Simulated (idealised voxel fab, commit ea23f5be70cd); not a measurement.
process module | voxel fin reveal
cross-section cut | 245 nm wide | cells 5 nm
A cross-section is a grid of square cells, given in bands from the top down. A band is one or more rows of cells.
Each band's line starts with the height of the band's top and of its bottom, in nm. Then come its materials from left to right, each with its width in nm. One material with "throughout" fills the band from edge to edge. "air" is empty space.
Height 0 is the level under which the wafer as received is all one material. The lowest band goes on downwards, as in "0 down".
A width such as "30 to 40" changes by the same amount from each row of cells to the next, from the band's top row to its bottom row.
"no change" after a step means that no cell of the cross-section changed.
closed voids: empty space of 8 cells or more with no open way to the top, each as width x height at its distance from the left edge, in nm
after a step's settings: what the simulator itself notes on the step
overlay nm, on a step with a mask: how far to the right of its planned place the mask lay; to the left if negative
plan
1 op RECEIVE | material Si
2 op CONFORMAL_DEP | material SiN | thk nm 10
3 op DIRECTIONAL_DEP | material aC | thk nm 15
4 op PATTERN | tone cover | mask id FINS | material resist | width nm 15 | pitch nm 45 | thk nm 30 | overlay nm -15
5 op DIRECTIONAL_ETCH | etch materials aC | depth nm 15
6 op STRIP | etch materials resist
7 op DIRECTIONAL_ETCH | etch materials SiN | depth nm 10
8 op DIRECTIONAL_ETCH | etch materials Si | depth nm 30
9 op STRIP | etch materials aC
10 op FILL_DEP | material SiO2 | thk nm 10
11 op CMP | height nm 10
12 op SELECTIVE_ETCH | etch materials SiO2 | depth nm 20
13 op STRIP | etch materials SiN
14 op CONFORMAL_DEP | material SiO2 | thk nm 5
varied across the wafers: overlay nm of step 4. The plan shows the first wafer's value. All wafers start alike
first wafer as received, after step 1
  0 down: Si throughout
  closed voids: none
each wafer at the end: cells of each material gained (+) or lost (-) since it was received, then its closed voids
overlay nm -15 | -258 Si | +229 SiO2 | closed voids: none
overlay nm -10 | -258 Si | +229 SiO2 | closed voids: none
overlay nm -5 | -258 Si | +229 SiO2 | closed voids: none
overlay nm 0 | -258 Si | +229 SiO2 | closed voids: none
overlay nm 5 | -258 Si | +229 SiO2 | closed voids: none
overlay nm 10 | -258 Si | +229 SiO2 | closed voids: none
overlay nm 15 | -258 Si | +229 SiO2 | closed voids: none
